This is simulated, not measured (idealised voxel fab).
Documented hereafter: the process module known as voxel capacitor over wiring.
This is section cut - it's 160 nm across, gridded in 5 nm square cells.
Cross-sections here: square-cell grids, written as top-down lists of bands, a band being one or more rows of cells. In this notation a band is specified by the heights of its top and bottom, in that order and in nm, after which its materials appear from left to right, each paired with its width in nm. The word "throughout" attached to a single material means that material fills the band from edge to edge; the word "empty" stands for empty space. Height reference: 0 = level under which incoming wafer is all one material. Lowest band: no bottom, runs on downward, e.g. "top 0, no bottom". With a width like "30 to 40", each row of cells in the band differs from the next by the same amount, the top row carrying the first number and the bottom row the second. Step note "remains unaltered" = no cross-section cell changed. "closed voids" specifies each empty space that is not open to the top and that occupies no fewer than 8 cells, using the form width x height at distance, the distance measured from the left edge and all three quantities in nm. Step line, after settings: the simulator's comment on this step. What "overlay nm" on a step's line means: if the step has a mask, that mask lay this far to the right of its planned place, or, when the value is negative, to the left.

# Here's what the planned process steps look like
- 1: RECEIVE with material Si
- 2: CONFORMAL_DEP with material SiO2, thk nm 10
- 3: DIRECTIONAL_DEP with material TiN, thk nm 5
- 4: DIRECTIONAL_DEP with material Ru, thk nm 15
- 5: PATTERN with tone cover, mask id METAL_1, material resist, width nm 25, pitch nm 95, thk nm 20, overlay nm 0
- 6: DIRECTIONAL_ETCH with etch materials Ru, depth nm 15
- 7: DIRECTIONAL_ETCH with etch materials TiN, depth nm 5
- 8: STRIP with etch materials resist
- 9: CONFORMAL_DEP with material SiCN, thk nm 5
- 10: FILL_DEP with material SiO2, thk nm 5
- 11: CMP with height nm 30
- 12: CONFORMAL_DEP with material SiCN, thk nm 5
- 13: DIRECTIONAL_DEP with material SiO2, thk nm 15
- 14: DIRECTIONAL_DEP with material aC, thk nm 10
- 15: PATTERN with tone open, mask id PLUG_1, material resist, width nm 15, thk nm 25, overlay nm 0
- 16: DIRECTIONAL_ETCH with etch materials aC, depth nm 10
- 17: STRIP with etch materials resist
- 18: DIRECTIONAL_ETCH with etch materials SiO2, depth nm 15
- 19: DIRECTIONAL_ETCH with etch materials SiCN, depth nm 5
- 20: STRIP with etch materials aC
- 21: CONFORMAL_DEP with material TiN, thk nm 5
- 22: FILL_DEP with material Cu, thk nm 5
- 23: CMP with height nm 50
- 24: DIRECTIONAL_DEP with material TiN, thk nm 10
- 25: DIRECTIONAL_DEP with material HfO2, thk nm 5
- 26: DIRECTIONAL_DEP with material TiN, thk nm 10
- 27: DIRECTIONAL_DEP with material aC, thk nm 10
- 28: PATTERN with tone cover, mask id UPPER_PLATE, material resist, width nm 75, thk nm 30, overlay nm 0
- 29: DIRECTIONAL_ETCH with etch materials aC, depth nm 10
- 30: STRIP with etch materials resist
- 31: DIRECTIONAL_ETCH with etch materials TiN, depth nm 10
- 32: DIRECTIONAL_ETCH with etch materials HfO2, depth nm 5
- 33: STRIP with etch materials aC
- 34: DIRECTIONAL_DEP with material aC, thk nm 10
- 35: PATTERN with tone cover, mask id LOWER_PLATE, material resist, width nm 85, thk nm 25, overlay nm 0
- 36: DIRECTIONAL_ETCH with etch materials aC, depth nm 10
- 37: STRIP with etch materials resist
- 38: DIRECTIONAL_ETCH with etch materials TiN, depth nm 10
- 39: STRIP with etch materials aC
- 40: FILL_DEP with material SiO2, thk nm 20
- 41: CMP with height nm 90
- 42: MASKED_ETCH with tone open, mask id PLUG_2, width nm 15, etch materials SiO2, depth nm 15, overlay nm 0
- 43: CONFORMAL_DEP with material TiN, thk nm 5
- 44: FILL_DEP with material Cu, thk nm 5
- 45: CMP with height nm 90
- 46: CONFORMAL_DEP with material SiN, thk nm 5

# Cross-section, incoming material, after step 1
* top 0, no bottom  Si throughout
* closed voids: none

# Cross-section: first of two wafers, module finished, run according to plan
* top 95, bottom 90  SiN throughout
* top 90, bottom 80  SiO2 40 | TiN 5 | Cu 5 | TiN 5 | SiO2 105
* top 80, bottom 75  SiO2 40 | TiN 15 | SiO2 105
* top 75, bottom 65  SiO2 30 | TiN 75 | SiO2 55
* top 65, bottom 60  SiO2 30 | HfO2 75 | SiO2 55
* top 60, bottom 50  SiO2 25 | TiN 85 | SiO2 50
* top 50, bottom 35  SiO2 30 | TiN 5 | Cu 5 | TiN 5 | SiO2 115
* top 35, bottom 30  SiCN 30 | TiN 15 | SiCN 115
* top 30, bottom 15  SiO2 15 | SiCN 5 | Ru 25 | SiCN 5 | SiO2 60 | SiCN 5 | Ru 25 | SiCN 5 | SiO2 15
* top 15, bottom 10  SiCN 20 | TiN 25 | SiCN 70 | TiN 25 | SiCN 20
* top 10, bottom 0  SiO2 throughout
* top 0, no bottom  Si throughout
* closed voids: none

# Presented here is a cross-section of the second of the two wafers as it stood at the end of the module. It was started in the same manner and assigned the same plan as the first wafer; however, one mistake was made in its execution
* top 95, bottom 90  SiN throughout
* top 90, bottom 80  SiO2 40 | TiN 5 | Cu 5 | TiN 5 | SiO2 105
* top 80, bottom 75  SiO2 40 | TiN 15 | SiO2 105
* top 75, bottom 65  SiO2 35 | TiN 70 | SiO2 55
* top 65, bottom 60  SiO2 35 | HfO2 70 | SiO2 55
* top 60, bottom 50  SiO2 25 | TiN 85 | SiO2 50
* top 50, bottom 35  SiO2 30 | TiN 5 | Cu 5 | TiN 5 | SiO2 115
* top 35, bottom 30  SiCN 30 | TiN 15 | SiCN 115
* top 30, bottom 15  SiO2 15 | SiCN 5 | Ru 25 | SiCN 5 | SiO2 60 | SiCN 5 | Ru 25 | SiCN 5 | SiO2 15
* top 15, bottom 10  SiCN 20 | TiN 25 | SiCN 70 | TiN 25 | SiCN 20
* top 10, bottom 0  SiO2 throughout
* top 0, no bottom  Si throughout
* closed voids: none
Plan not followed: step 28 ran as: PATTERN with tone cover, mask id UPPER_PLATE, material resist, width nm 70, thk nm 30, overlay nm 0
At the finish, the second wafer shows more or fewer cells for some materials than the first does: 1 fewer of HfO2, 3 more of SiO2, 2 fewer of TiN
